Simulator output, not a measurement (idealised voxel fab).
process module | voxel transistor to metal
cross-section cut | 150 nm wide | cells 5 nm
A cross-section is a grid of square cells, given in bands from the top down. A band is one or more rows of cells.
Each band's line starts with the height of the band's top and of its bottom, in nm. Then come its materials from left to right, each with its width in nm. One material with "throughout" fills the band from edge to edge. "air" is empty space.
Height 0 is the level under which the wafer as received is all one material. The lowest band goes on downwards, as in "0 down".
A width such as "30 to 40" changes by the same amount from each row of cells to the next, from the band's top row to its bottom row.
"no change" after a step means that no cell of the cross-section changed.
closed voids: empty space of 8 cells or more with no open way to the top, each as width x height at its distance from the left edge, in nm
after a step's settings: what the simulator itself notes on the step
overlay nm, on a step with a mask: how far to the right of its planned place the mask lay; to the left if negative
plan
1 op RECEIVE | material Si
2 op CONFORMAL_DEP | material SiO2 | thk nm 5
3 op CONFORMAL_DEP | material SiN | thk nm 15
4 op DIRECTIONAL_DEP | material aC | thk nm 15
5 op PATTERN | tone cover | mask id ACTIVE | material resist | width nm 100 | thk nm 35 | overlay nm 0
6 op DIRECTIONAL_ETCH | etch materials aC | depth nm 15
7 op STRIP | etch materials resist
8 op DIRECTIONAL_ETCH | etch materials SiN | depth nm 15
9 op DIRECTIONAL_ETCH | etch materials SiO2 | depth nm 5
10 op DIRECTIONAL_ETCH | etch materials Si | depth nm 25
11 op STRIP | etch materials aC
12 op OXIDIZE | depth nm 5
13 op FILL_DEP | material SiO2 | thk nm 10
14 op CMP | height nm 20
15 op SELECTIVE_ETCH | etch materials SiO2 | depth nm 10
16 op STRIP | etch materials SiN
17 op SELECTIVE_ETCH | etch materials SiO2 | depth nm 5
18 op OXIDIZE | depth nm 5
19 op DIRECTIONAL_DEP | material polySi | thk nm 20
20 op DIRECTIONAL_DEP | material SiCN | thk nm 15
21 op PATTERN | tone cover | mask id GATE | material resist | width nm 20 | thk nm 15 | overlay nm 0
22 op DIRECTIONAL_ETCH | etch materials SiCN | depth nm 25
23 op DIRECTIONAL_ETCH | etch materials polySi | depth nm 30
24 op STRIP | etch materials resist
25 op CONFORMAL_DEP | material SiN | thk nm 10
26 op DIRECTIONAL_ETCH | etch materials SiN | depth nm 10
27 op DIRECTIONAL_ETCH | etch materials SiO2 | depth nm 5
28 op DIRECTIONAL_ETCH | etch materials Si | depth nm 15
29 op EPI | material nSi | thk nm 15
30 op FILL_DEP | material SiO2 | thk nm 5
31 op CMP | height nm 35
32 op DIRECTIONAL_DEP | material SiO2 | thk nm 15
33 op MASKED_ETCH | tone open | mask id CONTACT | width nm 30 | pitch nm 60 | etch materials SiO2 | depth nm 55 | overlay nm 0
34 op CONFORMAL_DEP | material TiN | thk nm 5
35 op FILL_DEP | material W | thk nm 10
36 op CMP | height nm 50
37 op CONFORMAL_DEP | material SiN | thk nm 5
38 op DIRECTIONAL_DEP | material SiO2 | thk nm 15
39 op MASKED_ETCH | tone open | mask id METAL_1 | width nm 15 | pitch nm 75 | etch materials SiO2 | depth nm 15 | overlay nm 0
40 op MASKED_ETCH | tone open | mask id METAL_1 | width nm 15 | pitch nm 75 | etch materials SiN | depth nm 5 | overlay nm 0
41 op CONFORMAL_DEP | material TiN | thk nm 5
42 op FILL_DEP | material Cu | thk nm 10
43 op CMP | height nm 70
44 op CONFORMAL_DEP | material SiCN | thk nm 5
45 op DIRECTIONAL_DEP | material SiO2 | thk nm 35
46 op PATTERN | tone open | mask id METAL_2 | material resist | width nm 15 | pitch nm 75 | thk nm 20 | overlay nm 0
47 op DIRECTIONAL_ETCH | etch materials SiO2 | depth nm 20
48 op STRIP | etch materials resist
49 op DIRECTIONAL_DEP | material aC | thk nm 15
50 op PATTERN | tone open | mask id METAL_2_HOLES | material resist | width nm 15 | pitch nm 75 | thk nm 30 | overlay nm 0
51 op DIRECTIONAL_ETCH | etch materials aC | depth nm 15
52 op STRIP | etch materials resist
53 op DIRECTIONAL_ETCH | etch materials SiO2 | depth nm 15
54 op DIRECTIONAL_ETCH | etch materials SiCN | depth nm 5
55 op STRIP | etch materials aC
56 op CONFORMAL_DEP | material TiN | thk nm 5
57 op FILL_DEP | material Cu | thk nm 5
58 op CMP | height nm 110
59 op CONFORMAL_DEP | material SiN | thk nm 5
first wafer, as planned
as received, after step 1
  0 down: Si throughout
  closed voids: none
after step 2
  5 to 0: SiO2 throughout
  below 0: unchanged
after step 3
  20 to 5: SiN throughout
  below 5: unchanged
after step 4
  35 to 20: aC throughout
  below 20: unchanged
after step 5
  70 to 35: air 25 | resist 100 | air 25
  below 35: unchanged
after step 6
  55 to 35: air 25 | resist 100 | air 25
  35 to 20: air 25 | aC 100 | air 25
  below 20: unchanged
after step 7
  35 to 20: air 25 | aC 100 | air 25
  below 20: unchanged
after step 8
  35 to 20: air 25 | aC 100 | air 25
  20 to 5: air 25 | SiN 100 | air 25
  below 5: unchanged
after step 9
  35 to 20: air 25 | aC 100 | air 25
  20 to 5: air 25 | SiN 100 | air 25
  5 to 0: air 25 | SiO2 100 | air 25
  below 0: unchanged
after step 10
  35 to 20: air 25 | aC 100 | air 25
  20 to 5: air 25 | SiN 100 | air 25
  5 to 0: air 25 | SiO2 100 | air 25
  0 to -25: air 25 | Si 100 | air 25
  below -25: unchanged
after step 11
  20 to 5: air 25 | SiN 100 | air 25
  below 5: unchanged
after step 12
  20 to 5: air 25 | SiN 100 | air 25
  5 to 0: air 25 | SiO2 100 | air 25
  0 to -25: air 25 | SiO2 5 | Si 90 | SiO2 5 | air 25
  -25 to -30: SiO2 30 | Si 90 | SiO2 30
  below -30: unchanged
after step 13
  30 to 20: SiO2 throughout
  20 to 5: SiO2 25 | SiN 100 | SiO2 25
  5 to 0: SiO2 throughout
  0 to -30: SiO2 30 | Si 90 | SiO2 30
  below -30: unchanged
after step 14
  20 to 5: SiO2 25 | SiN 100 | SiO2 25
  below 5: unchanged
after step 15
  20 to 10: air 25 | SiN 100 | air 25
  below 10: unchanged
after step 16
  10 to 5: SiO2 25 | air 100 | SiO2 25
  below 5: unchanged
after step 17
  5 to 0: SiO2 20 | air 110 | SiO2 20
  below 0: unchanged
after step 18
  5 to 0: SiO2 20 | air 110 | SiO2 20
  0 to -5: SiO2 throughout
  below -5: unchanged
after step 19
  25 to 20: polySi 20 | air 110 | polySi 20
  20 to 5: polySi throughout
  5 to 0: SiO2 20 | polySi 110 | SiO2 20
  below 0: unchanged
after step 20
  40 to 35: SiCN 20 | air 110 | SiCN 20
  35 to 25: SiCN throughout
  25 to 20: polySi 20 | SiCN 110 | polySi 20
  below 20: unchanged
after step 21
  55 to 40: air 65 | resist 20 | air 65
  40 to 35: SiCN 20 | air 45 | resist 20 | air 45 | SiCN 20
  below 35: unchanged
after step 22
  55 to 35: air 65 | resist 20 | air 65
  35 to 25: air 65 | SiCN 20 | air 65
  25 to 20: polySi 20 | air 45 | SiCN 20 | air 45 | polySi 20
  below 20: unchanged
after step 23
  55 to 35: air 65 | resist 20 | air 65
  35 to 20: air 65 | SiCN 20 | air 65
  20 to 5: air 65 | polySi 20 | air 65
  5 to 0: SiO2 20 | air 45 | polySi 20 | air 45 | SiO2 20
  below 0: unchanged
after step 24
  35 to 20: air 65 | SiCN 20 | air 65
  below 20: unchanged
after step 25
  45 to 35: air 55 | SiN 40 | air 55
  35 to 20: air 55 | SiN 10 | SiCN 20 | SiN 10 | air 55
  20 to 15: air 55 | SiN 10 | polySi 20 | SiN 10 | air 55
  15 to 10: SiN 30 | air 25 | SiN 10 | polySi 20 | SiN 10 | air 25 | SiN 30
  10 to 5: SiN 65 | polySi 20 | SiN 65
  5 to 0: SiO2 20 | SiN 45 | polySi 20 | SiN 45 | SiO2 20
  below 0: unchanged
after step 26
  35 to 20: air 55 | SiN 10 | SiCN 20 | SiN 10 | air 55
  20 to 5: air 55 | SiN 10 | polySi 20 | SiN 10 | air 55
  5 to 0: SiO2 20 | SiN 10 | air 25 | SiN 10 | polySi 20 | SiN 10 | air 25 | SiN 10 | SiO2 20
  below 0: unchanged
after step 27
  35 to 20: air 55 | SiN 10 | SiCN 20 | SiN 10 | air 55
  20 to 5: air 55 | SiN 10 | polySi 20 | SiN 10 | air 55
  5 to 0: air 20 | SiN 10 | air 25 | SiN 10 | polySi 20 | SiN 10 | air 25 | SiN 10 | air 20
  0 to -5: SiO2 30 | air 25 | SiO2 40 | air 25 | SiO2 30
  below -5: unchanged
after step 28
  35 to 20: air 55 | SiN 10 | SiCN 20 | SiN 10 | air 55
  20 to 5: air 55 | SiN 10 | polySi 20 | SiN 10 | air 55
  5 to 0: air 20 | SiN 10 | air 25 | SiN 10 | polySi 20 | SiN 10 | air 25 | SiN 10 | air 20
  0 to -5: SiO2 30 | air 25 | SiO2 40 | air 25 | SiO2 30
  -5 to -20: SiO2 30 | air 25 | Si 40 | air 25 | SiO2 30
  below -20: unchanged
after step 29
  35 to 20: air 55 | SiN 10 | SiCN 20 | SiN 10 | air 55
  20 to 10: air 55 | SiN 10 | polySi 20 | SiN 10 | air 55
  10 to 5: air 40 | nSi 15 | SiN 10 | polySi 20 | SiN 10 | nSi 15 | air 40
  5 to 0: air 20 | SiN 10 | air 10 | nSi 15 | SiN 10 | polySi 20 | SiN 10 | nSi 15 | air 10 | SiN 10 | air 20
  0 to -5: SiO2 30 | air 10 | nSi 15 | SiO2 40 | nSi 15 | air 10 | SiO2 30
  -5 to -20: SiO2 30 | nSi 25 | Si 40 | nSi 25 | SiO2 30
  below -20: unchanged
after step 30
  40 to 35: SiO2 throughout
  35 to 20: SiO2 55 | SiN 10 | SiCN 20 | SiN 10 | SiO2 55
  20 to 10: SiO2 55 | SiN 10 | polySi 20 | SiN 10 | SiO2 55
  10 to 5: SiO2 40 | nSi 15 | SiN 10 | polySi 20 | SiN 10 | nSi 15 | SiO2 40
  5 to 0: SiO2 20 | SiN 10 | SiO2 10 | nSi 15 | SiN 10 | polySi 20 | SiN 10 | nSi 15 | SiO2 10 | SiN 10 | SiO2 20
  0 to -5: SiO2 40 | nSi 15 | SiO2 40 | nSi 15 | SiO2 40
  below -5: unchanged
after step 31
  35 to 20: SiO2 55 | SiN 10 | SiCN 20 | SiN 10 | SiO2 55
  below 20: unchanged
after step 32
  50 to 35: SiO2 throughout
  below 35: unchanged
after step 33
  50 to 35: SiO2 30 | air 30 | SiO2 30 | air 30 | SiO2 30
  35 to 20: SiO2 30 | air 25 | SiN 10 | SiCN 20 | SiN 10 | air 25 | SiO2 30
  20 to 10: SiO2 30 | air 25 | SiN 10 | polySi 20 | SiN 10 | air 25 | SiO2 30
  10 to 5: SiO2 30 | air 10 | nSi 15 | SiN 10 | polySi 20 | SiN 10 | nSi 15 | air 10 | SiO2 30
  5 to 0: SiO2 20 | SiN 10 | air 10 | nSi 15 | SiN 10 | polySi 20 | SiN 10 | nSi 15 | air 10 | SiN 10 | SiO2 20
  0 to -5: SiO2 30 | air 10 | nSi 15 | SiO2 40 | nSi 15 | air 10 | SiO2 30
  below -5: unchanged
after step 34
  55 to 50: TiN 35 | air 20 | TiN 40 | air 20 | TiN 35
  50 to 40: SiO2 30 | TiN 5 | air 20 | TiN 5 | SiO2 30 | TiN 5 | air 20 | TiN 5 | SiO2 30
  40 to 35: SiO2 30 | TiN 5 | air 15 | TiN 10 | SiO2 30 | TiN 10 | air 15 | TiN 5 | SiO2 30
  35 to 20: SiO2 30 | TiN 5 | air 15 | TiN 5 | SiN 10 | SiCN 20 | SiN 10 | TiN 5 | air 15 | TiN 5 | SiO2 30
  20 to 15: SiO2 30 | TiN 5 | air 15 | TiN 5 | SiN 10 | polySi 20 | SiN 10 | TiN 5 | air 15 | TiN 5 | SiO2 30
  15 to 10: SiO2 30 | TiN 25 | SiN 10 | polySi 20 | SiN 10 | TiN 25 | SiO2 30
  10 to 5: SiO2 30 | TiN 10 | nSi 15 | SiN 10 | polySi 20 | SiN 10 | nSi 15 | TiN 10 | SiO2 30
  5 to 0: SiO2 20 | SiN 10 | TiN 10 | nSi 15 | SiN 10 | polySi 20 | SiN 10 | nSi 15 | TiN 10 | SiN 10 | SiO2 20
  0 to -5: SiO2 30 | TiN 10 | nSi 15 | SiO2 40 | nSi 15 | TiN 10 | SiO2 30
  below -5: unchanged
after step 35
  65 to 55: W throughout
  55 to 50: TiN 35 | W 20 | TiN 40 | W 20 | TiN 35
  50 to 40: SiO2 30 | TiN 5 | W 20 | TiN 5 | SiO2 30 | TiN 5 | W 20 | TiN 5 | SiO2 30
  40 to 35: SiO2 30 | TiN 5 | W 15 | TiN 10 | SiO2 30 | TiN 10 | W 15 | TiN 5 | SiO2 30
  35 to 20: SiO2 30 | TiN 5 | W 15 | TiN 5 | SiN 10 | SiCN 20 | SiN 10 | TiN 5 | W 15 | TiN 5 | SiO2 30
  20 to 15: SiO2 30 | TiN 5 | W 15 | TiN 5 | SiN 10 | polySi 20 | SiN 10 | TiN 5 | W 15 | TiN 5 | SiO2 30
  below 15: unchanged
after step 36
  50 to 40: SiO2 30 | TiN 5 | W 20 | TiN 5 | SiO2 30 | TiN 5 | W 20 | TiN 5 | SiO2 30
  below 40: unchanged
after step 37
  55 to 50: SiN throughout
  below 50: unchanged
after step 38
  70 to 55: SiO2 throughout
  below 55: unchanged
after step 39
  70 to 55: SiO2 30 | air 15 | SiO2 60 | air 15 | SiO2 30
  below 55: unchanged
after step 40
  70 to 55: SiO2 30 | air 15 | SiO2 60 | air 15 | SiO2 30
  55 to 50: SiN 30 | air 15 | SiN 60 | air 15 | SiN 30
  below 50: unchanged
after step 41
  75 to 70: TiN 35 | air 5 | TiN 70 | air 5 | TiN 35
  70 to 55: SiO2 30 | TiN 5 | air 5 | TiN 5 | SiO2 60 | TiN 5 | air 5 | TiN 5 | SiO2 30
  55 to 50: SiN 30 | TiN 15 | SiN 60 | TiN 15 | SiN 30
  below 50: unchanged
after step 42
  85 to 75: Cu throughout
  75 to 70: TiN 35 | Cu 5 | TiN 70 | Cu 5 | TiN 35
  70 to 55: SiO2 30 | TiN 5 | Cu 5 | TiN 5 | SiO2 60 | TiN 5 | Cu 5 | TiN 5 | SiO2 30
  below 55: unchanged
after step 43
  70 to 55: SiO2 30 | TiN 5 | Cu 5 | TiN 5 | SiO2 60 | TiN 5 | Cu 5 | TiN 5 | SiO2 30
  below 55: unchanged
after step 44
  75 to 70: SiCN throughout
  below 70: unchanged
after step 45
  110 to 75: SiO2 throughout
  below 75: unchanged
after step 46
  130 to 110: resist 30 | air 15 | resist 60 | air 15 | resist 30
  below 110: unchanged
after step 47
  130 to 110: resist 30 | air 15 | resist 60 | air 15 | resist 30
  110 to 90: SiO2 30 | air 15 | SiO2 60 | air 15 | SiO2 30
  below 90: unchanged
after step 48
  110 to 90: SiO2 30 | air 15 | SiO2 60 | air 15 | SiO2 30
  below 90: unchanged
after step 49
  125 to 110: aC 30 | air 15 | aC 60 | air 15 | aC 30
  110 to 105: SiO2 30 | air 15 | SiO2 60 | air 15 | SiO2 30
  105 to 90: SiO2 30 | aC 15 | SiO2 60 | aC 15 | SiO2 30
  below 90: unchanged
after step 50
  155 to 125: resist 30 | air 15 | resist 60 | air 15 | resist 30
  below 125: unchanged
after step 51
  140 to 125: resist 30 | air 15 | resist 60 | air 15 | resist 30
  125 to 110: aC 30 | air 15 | aC 60 | air 15 | aC 30
  110 to 90: SiO2 30 | air 15 | SiO2 60 | air 15 | SiO2 30
  below 90: unchanged
after step 52
  125 to 110: aC 30 | air 15 | aC 60 | air 15 | aC 30
  below 110: unchanged
after step 53
  125 to 110: aC 30 | air 15 | aC 60 | air 15 | aC 30
  110 to 75: SiO2 30 | air 15 | SiO2 60 | air 15 | SiO2 30
  below 75: unchanged
after step 54
  125 to 110: aC 30 | air 15 | aC 60 | air 15 | aC 30
  110 to 75: SiO2 30 | air 15 | SiO2 60 | air 15 | SiO2 30
  75 to 70: SiCN 30 | air 15 | SiCN 60 | air 15 | SiCN 30
  below 70: unchanged
after step 55
  110 to 75: SiO2 30 | air 15 | SiO2 60 | air 15 | SiO2 30
  below 75: unchanged
after step 56
  115 to 110: TiN 35 | air 5 | TiN 70 | air 5 | TiN 35
  110 to 75: SiO2 30 | TiN 5 | air 5 | TiN 5 | SiO2 60 | TiN 5 | air 5 | TiN 5 | SiO2 30
  75 to 70: SiCN 30 | TiN 15 | SiCN 60 | TiN 15 | SiCN 30
  below 70: unchanged
after step 57
  120 to 115: Cu throughout
  115 to 110: TiN 35 | Cu 5 | TiN 70 | Cu 5 | TiN 35
  110 to 75: SiO2 30 | TiN 5 | Cu 5 | TiN 5 | SiO2 60 | TiN 5 | Cu 5 | TiN 5 | SiO2 30
  below 75: unchanged
after step 58
  110 to 75: SiO2 30 | TiN 5 | Cu 5 | TiN 5 | SiO2 60 | TiN 5 | Cu 5 | TiN 5 | SiO2 30
  below 75: unchanged
after step 59
  115 to 110: SiN throughout
  below 110: unchanged
second wafer: like start, like plan, one mistake. Through step 35 it matches the first wafer
when step 36 should have ended
  45 to 35: SiO2 30 | TiN 5 | W 20 to 15 | TiN 5 to 10 | SiO2 30 | TiN 5 to 10 | W 20 to 15 | TiN 5 | SiO2 30
  below 35: unchanged
when step 37 should have ended
  50 to 45: SiN throughout
  below 45: unchanged
when step 38 should have ended
  65 to 50: SiO2 throughout
  below 50: unchanged
when step 39 should have ended
  65 to 50: SiO2 30 | air 15 | SiO2 60 | air 15 | SiO2 30
  below 50: unchanged
when step 40 should have ended
  65 to 50: SiO2 30 | air 15 | SiO2 60 | air 15 | SiO2 30
  50 to 45: SiN 30 | air 15 | SiN 60 | air 15 | SiN 30
  below 45: unchanged
when step 41 should have ended
  70 to 65: TiN 35 | air 5 | TiN 70 | air 5 | TiN 35
  65 to 50: SiO2 30 | TiN 5 | air 5 | TiN 5 | SiO2 60 | TiN 5 | air 5 | TiN 5 | SiO2 30
  50 to 45: SiN 30 | TiN 15 | SiN 60 | TiN 15 | SiN 30
  below 45: unchanged
when step 42 should have ended
  80 to 70: Cu throughout
  70 to 65: TiN 35 | Cu 5 | TiN 70 | Cu 5 | TiN 35
  65 to 50: SiO2 30 | TiN 5 | Cu 5 | TiN 5 | SiO2 60 | TiN 5 | Cu 5 | TiN 5 | SiO2 30
  below 50: unchanged
when step 43 should have ended
  70 to 65: TiN 35 | Cu 5 | TiN 70 | Cu 5 | TiN 35
  below 65: unchanged
when step 44 should have ended
  75 to 70: SiCN throughout
  below 70: unchanged
when step 45 should have ended
  110 to 75: SiO2 throughout
  below 75: unchanged
when step 46 should have ended
  130 to 110: resist 30 | air 15 | resist 60 | air 15 | resist 30
  below 110: unchanged
when step 47 should have ended
  130 to 110: resist 30 | air 15 | resist 60 | air 15 | resist 30
  110 to 90: SiO2 30 | air 15 | SiO2 60 | air 15 | SiO2 30
  below 90: unchanged
when step 48 should have ended
  110 to 90: SiO2 30 | air 15 | SiO2 60 | air 15 | SiO2 30
  below 90: unchanged
when step 49 should have ended
  125 to 110: aC 30 | air 15 | aC 60 | air 15 | aC 30
  110 to 105: SiO2 30 | air 15 | SiO2 60 | air 15 | SiO2 30
  105 to 90: SiO2 30 | aC 15 | SiO2 60 | aC 15 | SiO2 30
  below 90: unchanged
when step 50 should have ended
  155 to 125: resist 30 | air 15 | resist 60 | air 15 | resist 30
  below 125: unchanged
when step 51 should have ended
  140 to 125: resist 30 | air 15 | resist 60 | air 15 | resist 30
  125 to 110: aC 30 | air 15 | aC 60 | air 15 | aC 30
  110 to 90: SiO2 30 | air 15 | SiO2 60 | air 15 | SiO2 30
  below 90: unchanged
when step 52 should have ended
  125 to 110: aC 30 | air 15 | aC 60 | air 15 | aC 30
  below 110: unchanged
when step 53 should have ended
  125 to 110: aC 30 | air 15 | aC 60 | air 15 | aC 30
  110 to 75: SiO2 30 | air 15 | SiO2 60 | air 15 | SiO2 30
  below 75: unchanged
when step 54 should have ended
  125 to 110: aC 30 | air 15 | aC 60 | air 15 | aC 30
  110 to 75: SiO2 30 | air 15 | SiO2 60 | air 15 | SiO2 30
  75 to 70: SiCN 30 | air 15 | SiCN 60 | air 15 | SiCN 30
  below 70: unchanged
when step 55 should have ended
  110 to 75: SiO2 30 | air 15 | SiO2 60 | air 15 | SiO2 30
  below 75: unchanged
when step 56 should have ended
  115 to 110: TiN 35 | air 5 | TiN 70 | air 5 | TiN 35
  110 to 75: SiO2 30 | TiN 5 | air 5 | TiN 5 | SiO2 60 | TiN 5 | air 5 | TiN 5 | SiO2 30
  75 to 70: SiCN 30 | TiN 15 | SiCN 60 | TiN 15 | SiCN 30
  below 70: unchanged
when step 57 should have ended
  120 to 115: Cu throughout
  115 to 110: TiN 35 | Cu 5 | TiN 70 | Cu 5 | TiN 35
  110 to 75: SiO2 30 | TiN 5 | Cu 5 | TiN 5 | SiO2 60 | TiN 5 | Cu 5 | TiN 5 | SiO2 30
  below 75: unchanged
when step 58 should have ended
  110 to 75: SiO2 30 | TiN 5 | Cu 5 | TiN 5 | SiO2 60 | TiN 5 | Cu 5 | TiN 5 | SiO2 30
  below 75: unchanged
when step 59 should have ended
  115 to 110: SiN throughout
  below 110: unchanged
what went wrong: step 36 ran as: op CMP | height nm 45
at the end the second wafer has, in cells: 2 more of Cu | 18 fewer of SiO2 | 24 more of TiN | 8 fewer of W
